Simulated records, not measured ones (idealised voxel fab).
process module | voxel self aligned vias
cross-section cut | 245 nm wide | cells 5 nm
A cross-section is a grid of square cells, given in bands from the top down. A band is one or more rows of cells.
Each band's line starts with the height of the band's top and of its bottom, in nm. Then come its materials from left to right, each with its width in nm. One material with "throughout" fills the band from edge to edge. "air" is empty space.
Height 0 is the level under which the wafer as received is all one material. The lowest band goes on downwards, as in "0 down".
A width such as "30 to 40" changes by the same amount from each row of cells to the next, from the band's top row to its bottom row.
"no change" after a step means that no cell of the cross-section changed.
closed voids: empty space of 8 cells or more with no open way to the top, each as width x height at its distance from the left edge, in nm
after a step's settings: what the simulator itself notes on the step
overlay nm, on a step with a mask: how far to the right of its planned place the mask lay; to the left if negative
plan
1 op RECEIVE | material Si
2 op CONFORMAL_DEP | material SiO2 | thk nm 10
3 op CONFORMAL_DEP | material SiCN | thk nm 5
4 op DIRECTIONAL_DEP | material lowk | thk nm 25
5 op PATTERN | tone open | mask id LINES | material resist | width nm 30 | pitch nm 65 | thk nm 15 | overlay nm 0
6 op DIRECTIONAL_ETCH | etch materials lowk | depth nm 25
7 op STRIP | etch materials resist
8 op CONFORMAL_DEP | material TiN | thk nm 5
9 op FILL_DEP | material Ru | thk nm 10
10 op CMP | height nm 40
11 op SELECTIVE_ETCH | etch materials W Ru TiN | depth nm 10
12 op FILL_DEP | material SiN | thk nm 5
13 op CMP | height nm 40
14 op DIRECTIONAL_DEP | material lowk | thk nm 15
15 op MASKED_ETCH | tone open | mask id VIAS | width nm 40 | pitch nm 65 | etch materials lowk | depth nm 15 | overlay nm 0
16 op MASKED_ETCH | tone open | mask id VIAS | width nm 40 | pitch nm 65 | etch materials SiN | depth nm 10 | overlay nm 0
17 op CONFORMAL_DEP | material TiN | thk nm 5
18 op FILL_DEP | material Ru | thk nm 10
19 op CMP | height nm 55
20 op CONFORMAL_DEP | material SiN | thk nm 5
as received, after step 1
  0 down: Si throughout
  closed voids: none
first wafer at the end, as planned
  60 to 55: SiN throughout
  55 to 45: lowk 35 | TiN 5 | Ru 30 | TiN 5 | lowk 25 | TiN 5 | Ru 30 | TiN 5 | lowk 25 | TiN 5 | Ru 30 | TiN 5 | lowk 40
  45 to 35: lowk 35 to 40 | TiN 10 to 5 | Ru 20 | TiN 10 to 5 | lowk 25 to 35 | TiN 10 to 5 | Ru 20 | TiN 10 to 5 | lowk 25 to 35 | TiN 10 to 5 | Ru 20 | TiN 10 to 5 | lowk 40 to 45
  35 to 30: lowk 40 | TiN 30 | lowk 35 | TiN 30 | lowk 35 | TiN 30 | lowk 45
  30 to 20: lowk 40 | TiN 5 | Ru 20 | TiN 5 | lowk 35 | TiN 5 | Ru 20 | TiN 5 | lowk 35 | TiN 5 | Ru 20 | TiN 5 | lowk 45
  20 to 15: lowk 40 | TiN 30 | lowk 35 | TiN 30 | lowk 35 | TiN 30 | lowk 45
  15 to 10: SiCN throughout
  10 to 0: SiO2 throughout
  0 down: Si throughout
  closed voids: none
second wafer at the end: like start, like plan, one mistake
  75 to 70: SiN throughout
  70 to 60: Ru throughout
  60 to 55: TiN 40 | Ru 30 | TiN 35 | Ru 30 | TiN 35 | Ru 30 | TiN 45
  55 to 45: lowk 35 | TiN 5 | Ru 30 | TiN 5 | lowk 25 | TiN 5 | Ru 30 | TiN 5 | lowk 25 | TiN 5 | Ru 30 | TiN 5 | lowk 40
  45 to 35: lowk 35 to 40 | TiN 10 to 5 | Ru 20 | TiN 10 to 5 | lowk 25 to 35 | TiN 10 to 5 | Ru 20 | TiN 10 to 5 | lowk 25 to 35 | TiN 10 to 5 | Ru 20 | TiN 10 to 5 | lowk 40 to 45
  35 to 30: lowk 40 | TiN 30 | lowk 35 | TiN 30 | lowk 35 | TiN 30 | lowk 45
  30 to 20: lowk 40 | TiN 5 | Ru 20 | TiN 5 | lowk 35 | TiN 5 | Ru 20 | TiN 5 | lowk 35 | TiN 5 | Ru 20 | TiN 5 | lowk 45
  20 to 15: lowk 40 | TiN 30 | lowk 35 | TiN 30 | lowk 35 | TiN 30 | lowk 45
  15 to 10: SiCN throughout
  10 to 0: SiO2 throughout
  0 down: Si throughout
  closed voids: none
what went wrong: step 19 was left out
at the end the second wafer has, in cells: 116 more of Ru | 31 more of TiN
